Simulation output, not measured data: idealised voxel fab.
process module | voxel transistor to metal
cross-section cut | 180 nm wide | cells 5 nm
A cross-section is a grid of square cells, given in bands from the top down. A band is one or more rows of cells.
Each band's line starts with the height of the band's top and of its bottom, in nm. Then come its materials from left to right, each with its width in nm. One material with "throughout" fills the band from edge to edge. "air" is empty space.
Height 0 is the level under which the wafer as received is all one material. The lowest band goes on downwards, as in "0 down".
A width such as "30 to 40" changes by the same amount from each row of cells to the next, from the band's top row to its bottom row.
"no change" after a step means that no cell of the cross-section changed.
closed voids: empty space of 8 cells or more with no open way to the top, each as width x height at its distance from the left edge, in nm
after a step's settings: what the simulator itself notes on the step
overlay nm, on a step with a mask: how far to the right of its planned place the mask lay; to the left if negative
plan
1 op RECEIVE | material Si
2 op CONFORMAL_DEP | material SiO2 | thk nm 5
3 op CONFORMAL_DEP | material SiN | thk nm 10
4 op MASKED_ETCH | tone cover | mask id ACTIVE | width nm 110 | etch materials SiN | depth nm 10 | overlay nm 0
5 op MASKED_ETCH | tone cover | mask id ACTIVE | width nm 110 | etch materials SiO2 | depth nm 5 | overlay nm 0
6 op MASKED_ETCH | tone cover | mask id ACTIVE | width nm 110 | etch materials Si | depth nm 20 | overlay nm 0
7 op OXIDIZE | depth nm 5
8 op FILL_DEP | material SiO2 | thk nm 10
9 op CMP | height nm 15
10 op SELECTIVE_ETCH | etch materials SiO2 | depth nm 10
11 op STRIP | etch materials SiN
12 op SELECTIVE_ETCH | etch materials SiO2 | depth nm 5
13 op OXIDIZE | depth nm 5
14 op DIRECTIONAL_DEP | material polySi | thk nm 30
15 op DIRECTIONAL_DEP | material SiCN | thk nm 10
16 op MASKED_ETCH | tone cover | mask id GATE | width nm 20 | etch materials SiCN | depth nm 20 | overlay nm 0
17 op MASKED_ETCH | tone cover | mask id GATE | width nm 20 | etch materials polySi | depth nm 40 | overlay nm 0
18 op CONFORMAL_DEP | material SiN | thk nm 5
19 op DIRECTIONAL_ETCH | etch materials SiN | depth nm 5
20 op DIRECTIONAL_ETCH | etch materials SiO2 | depth nm 5
21 op DIRECTIONAL_ETCH | etch materials Si | depth nm 5
22 op EPI | material pSi | thk nm 5
23 op FILL_DEP | material SiO2 | thk nm 10
24 op CMP | height nm 40
25 op DIRECTIONAL_DEP | material SiO2 | thk nm 10
26 op MASKED_ETCH | tone open | mask id CONTACT | width nm 30 | pitch nm 60 | etch materials SiO2 | depth nm 55 | overlay nm 0
27 op CONFORMAL_DEP | material TiN | thk nm 5
28 op FILL_DEP | material Ru | thk nm 5
29 op CMP | height nm 50
30 op CONFORMAL_DEP | material SiCN | thk nm 5
31 op DIRECTIONAL_DEP | material SiO2 | thk nm 20
32 op PATTERN | tone open | mask id METAL_1 | material resist | width nm 15 | pitch nm 75 | thk nm 15 | overlay nm 0
33 op DIRECTIONAL_ETCH | etch materials SiO2 | depth nm 20
34 op DIRECTIONAL_ETCH | etch materials SiCN | depth nm 5
35 op STRIP | etch materials resist
36 op CONFORMAL_DEP | material TiN | thk nm 5
37 op FILL_DEP | material Cu | thk nm 5
38 op CMP | height nm 75
39 op CONFORMAL_DEP | material SiCN | thk nm 5
40 op DIRECTIONAL_DEP | material SiO2 | thk nm 35
41 op PATTERN | tone open | mask id METAL_2 | material resist | width nm 15 | pitch nm 75 | thk nm 15 | overlay nm 0
42 op DIRECTIONAL_ETCH | etch materials SiO2 | depth nm 20
43 op STRIP | etch materials resist
44 op DIRECTIONAL_DEP | material aC | thk nm 15
45 op PATTERN | tone open | mask id METAL_2_HOLES | material resist | width nm 15 | pitch nm 75 | thk nm 30 | overlay nm 0
46 op DIRECTIONAL_ETCH | etch materials aC | depth nm 15
47 op STRIP | etch materials resist
48 op DIRECTIONAL_ETCH | etch materials SiO2 | depth nm 15
49 op DIRECTIONAL_ETCH | etch materials SiCN | depth nm 5
50 op STRIP | etch materials aC
51 op CONFORMAL_DEP | material TiN | thk nm 5
52 op FILL_DEP | material Ru | thk nm 5
53 op CMP | height nm 115
54 op CONFORMAL_DEP | material SiN | thk nm 5
as received, after step 1
  0 down: Si throughout
  closed voids: none
a wafer at the end: this start, this plan, one mistake
  120 to 115: SiN throughout
  115 to 80: SiO2 45 | TiN 5 | Ru 5 | TiN 5 | SiO2 60 | TiN 5 | Ru 5 | TiN 5 | SiO2 45
  80 to 75: SiCN 45 | TiN 15 | SiCN 60 | TiN 15 | SiCN 45
  75 to 55: SiO2 45 | TiN 5 | Cu 5 | TiN 5 | SiO2 60 | TiN 5 | Cu 5 | TiN 5 | SiO2 45
  55 to 50: SiCN 45 | TiN 15 | SiCN 60 | TiN 15 | SiCN 45
  50 to 40: SiO2 45 | TiN 5 | Ru 20 | TiN 5 | SiO2 30 | TiN 5 | Ru 20 | TiN 5 | SiO2 45
  40 to 30: SiO2 45 | TiN 5 | Ru 20 | TiN 5 | SiN 5 | SiCN 20 | SiN 5 | TiN 5 | Ru 20 | TiN 5 | SiO2 45
  30 to 5: SiO2 45 | TiN 5 | Ru 20 | TiN 5 | SiN 5 | polySi 20 | SiN 5 | TiN 5 | Ru 20 | TiN 5 | SiO2 45
  5 to 0: SiO2 45 | TiN 5 | Ru 15 | TiN 10 | SiN 5 | polySi 20 | SiN 5 | TiN 10 | Ru 15 | TiN 5 | SiO2 45
  0 to -5: SiO2 45 | TiN 25 | pSi 5 | SiO2 30 | pSi 5 | TiN 25 | SiO2 45
  -5 to -10: SiO2 40 | pSi 35 | Si 30 | pSi 35 | SiO2 40
  -10 to -45: SiO2 40 | Si 100 | SiO2 40
  -45 down: Si throughout
  closed voids: none
what went wrong: step 6 was run twice
